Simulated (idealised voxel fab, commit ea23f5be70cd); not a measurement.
Herein follows the process module entitled voxel gate over fins.
The width of the displayed cross-section, cut, is 245 nm; its cells are square, with a size of 5 nm.
Think of the cross-section as a grid of square cells. We describe it in bands, top to bottom, and each band covers one or more rows of those cells.
Band: top and bottom heights (nm) first, top before bottom; then materials from left to right, widths in nm. "throughout" marks a sole material filling the band edge to edge. "blank" denotes empty space.
Height reference: 0 = level under which incoming wafer is all one material. Lowest band: no bottom, runs on downward, e.g. "0 down".
Read "30->40" as a graded width: first number on top, second number at the bottom, same change between each pair of neighbouring rows.
Basically "nothing got changed" means that step didn't change any cell in the cross-section.
Any empty space of 8 cells or more lacking an open way to the top shows up in "Trapped voids" as width x height at distance, distance from the left edge, in nm.
Anything after a step's settings on that line? It's the simulator's own note about the step.
overlay nm: on a step with a mask, how far right of its planned place the mask lay; negative means left.

Plan:
1: RECEIVE,material Si
2: CONFORMAL_DEP,material SiN,thk nm 5
3: PATTERN,tone cover,mask id FINS,material resist,width nm 15,pitch nm 45,thk nm 20,overlay nm 0
4: DIRECTIONAL_ETCH,etch materials SiN,depth nm 5
5: DIRECTIONAL_ETCH,etch materials Si,depth nm 40
6: STRIP,etch materials resist
7: FILL_DEP,material SiO2,thk nm 10
8: CMP,height nm 5
9: SELECTIVE_ETCH,etch materials SiO2,depth nm 20
10: STRIP,etch materials SiN
11: CONFORMAL_DEP,material HfO2,thk nm 5
12: CONFORMAL_DEP,material TiN,thk nm 5
13: CONFORMAL_DEP,material TiAl,thk nm 5
14: CONFORMAL_DEP,material TiN,thk nm 5
15: FILL_DEP,material W,thk nm 10
16: CMP,height nm 25
17: CONFORMAL_DEP,material SiN,thk nm 10

First out of two wafers; run went to plan:

Cross-section, incoming material, after step 1:
> 0 down = Si throughout
> Trapped voids: none

Wafer xsec, post step 2:
> 5 to 0 = SiN throughout
> Beneath the level 0, the cross-section is identical to its previous state.

Wafer xsec, post step 3:
> 25 to 5 = blank: 45 | resist: 15 | blank: 30 | resist: 15 | blank: 30 | resist: 15 | blank: 30 | resist: 15 | blank: 50
> Beneath the level 5, the cross-section is identical to its previous state.

Wafer xsec, post step 4:
> 25 to 5 = blank: 45 | resist: 15 | blank: 30 | resist: 15 | blank: 30 | resist: 15 | blank: 30 | resist: 15 | blank: 50
> 5 to 0 = blank: 45 | SiN: 15 | blank: 30 | SiN: 15 | blank: 30 | SiN: 15 | blank: 30 | SiN: 15 | blank: 50
> Beneath the level 0, the cross-section is identical to its previous state.

Wafer xsec, post step 5:
> 25 to 5 = blank: 45 | resist: 15 | blank: 30 | resist: 15 | blank: 30 | resist: 15 | blank: 30 | resist: 15 | blank: 50
> 5 to 0 = blank: 45 | SiN: 15 | blank: 30 | SiN: 15 | blank: 30 | SiN: 15 | blank: 30 | SiN: 15 | blank: 50
> 0 to -40 = blank: 45 | Si: 15 | blank: 30 | Si: 15 | blank: 30 | Si: 15 | blank: 30 | Si: 15 | blank: 50
> Beneath the level -40, the cross-section is identical to its previous state.

Wafer xsec, post step 6:
> 5 to 0 = blank: 45 | SiN: 15 | blank: 30 | SiN: 15 | blank: 30 | SiN: 15 | blank: 30 | SiN: 15 | blank: 50
> Beneath the level 0, the cross-section is identical to its previous state.

Wafer xsec, post step 7:
> 15 to 5 = SiO2 throughout
> 5 to 0 = SiO2: 45 | SiN: 15 | SiO2: 30 | SiN: 15 | SiO2: 30 | SiN: 15 | SiO2: 30 | SiN: 15 | SiO2: 50
> 0 to -40 = SiO2: 45 | Si: 15 | SiO2: 30 | Si: 15 | SiO2: 30 | Si: 15 | SiO2: 30 | Si: 15 | SiO2: 50
> Beneath the level -40, the cross-section is identical to its previous state.

Wafer xsec, post step 8:
> 5 to 0 = SiO2: 45 | SiN: 15 | SiO2: 30 | SiN: 15 | SiO2: 30 | SiN: 15 | SiO2: 30 | SiN: 15 | SiO2: 50
> Beneath the level 0, the cross-section is identical to its previous state.

Wafer xsec, post step 9:
> 5 to 0 = blank: 45 | SiN: 15 | blank: 30 | SiN: 15 | blank: 30 | SiN: 15 | blank: 30 | SiN: 15 | blank: 50
> 0 to -15 = blank: 45 | Si: 15 | blank: 30 | Si: 15 | blank: 30 | Si: 15 | blank: 30 | Si: 15 | blank: 50
> Beneath the level -15, the cross-section is identical to its previous state.

Wafer xsec, post step 10:
> 0 to -15 = blank: 45 | Si: 15 | blank: 30 | Si: 15 | blank: 30 | Si: 15 | blank: 30 | Si: 15 | blank: 50
> Beneath the level -15, the cross-section is identical to its previous state.

Wafer xsec, post step 11:
> 5 to 0 = blank: 40 | HfO2: 25 | blank: 20 | HfO2: 25 | blank: 20 | HfO2: 25 | blank: 20 | HfO2: 25 | blank: 45
> 0 to -10 = blank: 40 | HfO2: 5 | Si: 15 | HfO2: 5 | blank: 20 | HfO2: 5 | Si: 15 | HfO2: 5 | blank: 20 | HfO2: 5 | Si: 15 | HfO2: 5 | blank: 20 | HfO2: 5 | Si: 15 | HfO2: 5 | blank: 45
> -10 to -15 = HfO2: 45 | Si: 15 | HfO2: 30 | Si: 15 | HfO2: 30 | Si: 15 | HfO2: 30 | Si: 15 | HfO2: 50
> Beneath the level -15, the cross-section is identical to its previous state.

Wafer xsec, post step 12:
> 10 to 5 = blank: 35 | TiN: 35 | blank: 10 | TiN: 35 | blank: 10 | TiN: 35 | blank: 10 | TiN: 35 | blank: 40
> 5 to 0 = blank: 35 | TiN: 5 | HfO2: 25 | TiN: 5 | blank: 10 | TiN: 5 | HfO2: 25 | TiN: 5 | blank: 10 | TiN: 5 | HfO2: 25 | TiN: 5 | blank: 10 | TiN: 5 | HfO2: 25 | TiN: 5 | blank: 40
> 0 to -5 = blank: 35 | TiN: 5 | HfO2: 5 | Si: 15 | HfO2: 5 | TiN: 5 | blank: 10 | TiN: 5 | HfO2: 5 | Si: 15 | HfO2: 5 | TiN: 5 | blank: 10 | TiN: 5 | HfO2: 5 | Si: 15 | HfO2: 5 | TiN: 5 | blank: 10 | TiN: 5 | HfO2: 5 | Si: 15 | HfO2: 5 | TiN: 5 | blank: 40
> -5 to -10 = TiN: 40 | HfO2: 5 | Si: 15 | HfO2: 5 | TiN: 20 | HfO2: 5 | Si: 15 | HfO2: 5 | TiN: 20 | HfO2: 5 | Si: 15 | HfO2: 5 | TiN: 20 | HfO2: 5 | Si: 15 | HfO2: 5 | TiN: 45
> Beneath the level -10, the cross-section is identical to its previous state.

Wafer xsec, post step 13:
> 15 to 10 = blank: 30 | TiAl: 180 | blank: 35
> 10 to 5 = blank: 30 | TiAl: 5 | TiN: 35 | TiAl: 10 | TiN: 35 | TiAl: 10 | TiN: 35 | TiAl: 10 | TiN: 35 | TiAl: 5 | blank: 35
> 5 to 0 = blank: 30 | TiAl: 5 | TiN: 5 | HfO2: 25 | TiN: 5 | TiAl: 10 | TiN: 5 | HfO2: 25 | TiN: 5 | TiAl: 10 | TiN: 5 | HfO2: 25 | TiN: 5 | TiAl: 10 | TiN: 5 | HfO2: 25 | TiN: 5 | TiAl: 5 | blank: 35
> 0 to -5 = TiAl: 35 | TiN: 5 | HfO2: 5 | Si: 15 | HfO2: 5 | TiN: 5 | TiAl: 10 | TiN: 5 | HfO2: 5 | Si: 15 | HfO2: 5 | TiN: 5 | TiAl: 10 | TiN: 5 | HfO2: 5 | Si: 15 | HfO2: 5 | TiN: 5 | TiAl: 10 | TiN: 5 | HfO2: 5 | Si: 15 | HfO2: 5 | TiN: 5 | TiAl: 40
> Beneath the level -5, the cross-section is identical to its previous state.

Wafer xsec, post step 14:
> 20 to 15 = blank: 25 | TiN: 190 | blank: 30
> 15 to 10 = blank: 25 | TiN: 5 | TiAl: 180 | TiN: 5 | blank: 30
> 10 to 5 = blank: 25 | TiN: 5 | TiAl: 5 | TiN: 35 | TiAl: 10 | TiN: 35 | TiAl: 10 | TiN: 35 | TiAl: 10 | TiN: 35 | TiAl: 5 | TiN: 5 | blank: 30
> 5 to 0 = TiN: 30 | TiAl: 5 | TiN: 5 | HfO2: 25 | TiN: 5 | TiAl: 10 | TiN: 5 | HfO2: 25 | TiN: 5 | TiAl: 10 | TiN: 5 | HfO2: 25 | TiN: 5 | TiAl: 10 | TiN: 5 | HfO2: 25 | TiN: 5 | TiAl: 5 | TiN: 35
> Beneath the level 0, the cross-section is identical to its previous state.

Wafer xsec, post step 15:
> 30 to 20 = W throughout
> 20 to 15 = W: 25 | TiN: 190 | W: 30
> 15 to 10 = W: 25 | TiN: 5 | TiAl: 180 | TiN: 5 | W: 30
> 10 to 5 = W: 25 | TiN: 5 | TiAl: 5 | TiN: 35 | TiAl: 10 | TiN: 35 | TiAl: 10 | TiN: 35 | TiAl: 10 | TiN: 35 | TiAl: 5 | TiN: 5 | W: 30
> Beneath the level 5, the cross-section is identical to its previous state.

Wafer xsec, post step 16:
> 25 to 20 = W throughout
> Beneath the level 20, the cross-section is identical to its previous state.

Wafer xsec, post step 17:
> 35 to 25 = SiN throughout
> Beneath the level 25, the cross-section is identical to its previous state.

The second wafer was prepared from the same starting point and under the same plan as the first; its processing contained one mistake, and it remains indistinguishable from the first wafer up to and including step 8:

Here is the second wafer in cross-section at the point where step 9 of the plan should have been done:
> 5 to 0 = blank: 45 | SiN: 15 | blank: 30 | SiN: 15 | blank: 30 | SiN: 15 | blank: 30 | SiN: 15 | blank: 50
> 0 to -35 = blank: 45 | Si: 15 | blank: 30 | Si: 15 | blank: 30 | Si: 15 | blank: 30 | Si: 15 | blank: 50
> Beneath the level -35, the cross-section is identical to its previous state.

Here is the second wafer in cross-section at the point where step 10 of the plan should have been done:
> 0 to -35 = blank: 45 | Si: 15 | blank: 30 | Si: 15 | blank: 30 | Si: 15 | blank: 30 | Si: 15 | blank: 50
> Beneath the level -35, the cross-section is identical to its previous state.

Here is the second wafer in cross-section at the point where step 11 of the plan should have been done:
> 5 to 0 = blank: 40 | HfO2: 25 | blank: 20 | HfO2: 25 | blank: 20 | HfO2: 25 | blank: 20 | HfO2: 25 | blank: 45
> 0 to -30 = blank: 40 | HfO2: 5 | Si: 15 | HfO2: 5 | blank: 20 | HfO2: 5 | Si: 15 | HfO2: 5 | blank: 20 | HfO2: 5 | Si: 15 | HfO2: 5 | blank: 20 | HfO2: 5 | Si: 15 | HfO2: 5 | blank: 45
> -30 to -35 = HfO2: 45 | Si: 15 | HfO2: 30 | Si: 15 | HfO2: 30 | Si: 15 | HfO2: 30 | Si: 15 | HfO2: 50
> Beneath the level -35, the cross-section is identical to its previous state.

Here is the second wafer in cross-section at the point where step 12 of the plan should have been done:
> 10 to 5 = blank: 35 | TiN: 35 | blank: 10 | TiN: 35 | blank: 10 | TiN: 35 | blank: 10 | TiN: 35 | blank: 40
> 5 to 0 = blank: 35 | TiN: 5 | HfO2: 25 | TiN: 5 | blank: 10 | TiN: 5 | HfO2: 25 | TiN: 5 | blank: 10 | TiN: 5 | HfO2: 25 | TiN: 5 | blank: 10 | TiN: 5 | HfO2: 25 | TiN: 5 | blank: 40
> 0 to -25 = blank: 35 | TiN: 5 | HfO2: 5 | Si: 15 | HfO2: 5 | TiN: 5 | blank: 10 | TiN: 5 | HfO2: 5 | Si: 15 | HfO2: 5 | TiN: 5 | blank: 10 | TiN: 5 | HfO2: 5 | Si: 15 | HfO2: 5 | TiN: 5 | blank: 10 | TiN: 5 | HfO2: 5 | Si: 15 | HfO2: 5 | TiN: 5 | blank: 40
> -25 to -30 = TiN: 40 | HfO2: 5 | Si: 15 | HfO2: 5 | TiN: 20 | HfO2: 5 | Si: 15 | HfO2: 5 | TiN: 20 | HfO2: 5 | Si: 15 | HfO2: 5 | TiN: 20 | HfO2: 5 | Si: 15 | HfO2: 5 | TiN: 45
> Beneath the level -30, the cross-section is identical to its previous state.

Here is the second wafer in cross-section at the point where step 13 of the plan should have been done:
> 15 to 10 = blank: 30 | TiAl: 180 | blank: 35
> 10 to 5 = blank: 30 | TiAl: 5 | TiN: 35 | TiAl: 10 | TiN: 35 | TiAl: 10 | TiN: 35 | TiAl: 10 | TiN: 35 | TiAl: 5 | blank: 35
> 5 to 0 = blank: 30 | TiAl: 5 | TiN: 5 | HfO2: 25 | TiN: 5 | TiAl: 10 | TiN: 5 | HfO2: 25 | TiN: 5 | TiAl: 10 | TiN: 5 | HfO2: 25 | TiN: 5 | TiAl: 10 | TiN: 5 | HfO2: 25 | TiN: 5 | TiAl: 5 | blank: 35
> 0 to -20 = blank: 30 | TiAl: 5 | TiN: 5 | HfO2: 5 | Si: 15 | HfO2: 5 | TiN: 5 | TiAl: 10 | TiN: 5 | HfO2: 5 | Si: 15 | HfO2: 5 | TiN: 5 | TiAl: 10 | TiN: 5 | HfO2: 5 | Si: 15 | HfO2: 5 | TiN: 5 | TiAl: 10 | TiN: 5 | HfO2: 5 | Si: 15 | HfO2: 5 | TiN: 5 | TiAl: 5 | blank: 35
> -20 to -25 = TiAl: 35 | TiN: 5 | HfO2: 5 | Si: 15 | HfO2: 5 | TiN: 5 | TiAl: 10 | TiN: 5 | HfO2: 5 | Si: 15 | HfO2: 5 | TiN: 5 | TiAl: 10 | TiN: 5 | HfO2: 5 | Si: 15 | HfO2: 5 | TiN: 5 | TiAl: 10 | TiN: 5 | HfO2: 5 | Si: 15 | HfO2: 5 | TiN: 5 | TiAl: 40
> Beneath the level -25, the cross-section is identical to its previous state.

Here is the second wafer in cross-section at the point where step 14 of the plan should have been done:
> 20 to 15 = blank: 25 | TiN: 190 | blank: 30
> 15 to 10 = blank: 25 | TiN: 5 | TiAl: 180 | TiN: 5 | blank: 30
> 10 to 5 = blank: 25 | TiN: 5 | TiAl: 5 | TiN: 35 | TiAl: 10 | TiN: 35 | TiAl: 10 | TiN: 35 | TiAl: 10 | TiN: 35 | TiAl: 5 | TiN: 5 | blank: 30
> 5 to 0 = blank: 25 | TiN: 5 | TiAl: 5 | TiN: 5 | HfO2: 25 | TiN: 5 | TiAl: 10 | TiN: 5 | HfO2: 25 | TiN: 5 | TiAl: 10 | TiN: 5 | HfO2: 25 | TiN: 5 | TiAl: 10 | TiN: 5 | HfO2: 25 | TiN: 5 | TiAl: 5 | TiN: 5 | blank: 30
> 0 to -15 = blank: 25 | TiN: 5 | TiAl: 5 | TiN: 5 | HfO2: 5 | Si: 15 | HfO2: 5 | TiN: 5 | TiAl: 10 | TiN: 5 | HfO2: 5 | Si: 15 | HfO2: 5 | TiN: 5 | TiAl: 10 | TiN: 5 | HfO2: 5 | Si: 15 | HfO2: 5 | TiN: 5 | TiAl: 10 | TiN: 5 | HfO2: 5 | Si: 15 | HfO2: 5 | TiN: 5 | TiAl: 5 | TiN: 5 | blank: 30
> -15 to -20 = TiN: 30 | TiAl: 5 | TiN: 5 | HfO2: 5 | Si: 15 | HfO2: 5 | TiN: 5 | TiAl: 10 | TiN: 5 | HfO2: 5 | Si: 15 | HfO2: 5 | TiN: 5 | TiAl: 10 | TiN: 5 | HfO2: 5 | Si: 15 | HfO2: 5 | TiN: 5 | TiAl: 10 | TiN: 5 | HfO2: 5 | Si: 15 | HfO2: 5 | TiN: 5 | TiAl: 5 | TiN: 35
> Beneath the level -20, the cross-section is identical to its previous state.

Here is the second wafer in cross-section at the point where step 15 of the plan should have been done:
> 30 to 20 = W throughout
> 20 to 15 = W: 25 | TiN: 190 | W: 30
> 15 to 10 = W: 25 | TiN: 5 | TiAl: 180 | TiN: 5 | W: 30
> 10 to 5 = W: 25 | TiN: 5 | TiAl: 5 | TiN: 35 | TiAl: 10 | TiN: 35 | TiAl: 10 | TiN: 35 | TiAl: 10 | TiN: 35 | TiAl: 5 | TiN: 5 | W: 30
> 5 to 0 = W: 25 | TiN: 5 | TiAl: 5 | TiN: 5 | HfO2: 25 | TiN: 5 | TiAl: 10 | TiN: 5 | HfO2: 25 | TiN: 5 | TiAl: 10 | TiN: 5 | HfO2: 25 | TiN: 5 | TiAl: 10 | TiN: 5 | HfO2: 25 | TiN: 5 | TiAl: 5 | TiN: 5 | W: 30
> 0 to -15 = W: 25 | TiN: 5 | TiAl: 5 | TiN: 5 | HfO2: 5 | Si: 15 | HfO2: 5 | TiN: 5 | TiAl: 10 | TiN: 5 | HfO2: 5 | Si: 15 | HfO2: 5 | TiN: 5 | TiAl: 10 | TiN: 5 | HfO2: 5 | Si: 15 | HfO2: 5 | TiN: 5 | TiAl: 10 | TiN: 5 | HfO2: 5 | Si: 15 | HfO2: 5 | TiN: 5 | TiAl: 5 | TiN: 5 | W: 30
> Beneath the level -15, the cross-section is identical to its previous state.

Here is the second wafer in cross-section at the point where step 16 of the plan should have been done:
> 25 to 20 = W throughout
> Beneath the level 20, the cross-section is identical to its previous state.

Here is the second wafer in cross-section at the point where step 17 of the plan should have been done:
> 35 to 25 = SiN throughout
> Beneath the level 25, the cross-section is identical to its previous state.
What broke from the plan during processing? plan step 9 was conducted twice
It is noted that, at the conclusion of processing, the second wafer exhibits a higher or lower cell count for certain materials relative to the first: HfO2 +32, SiO2 -148, TiAl +32, TiN +40, W +44
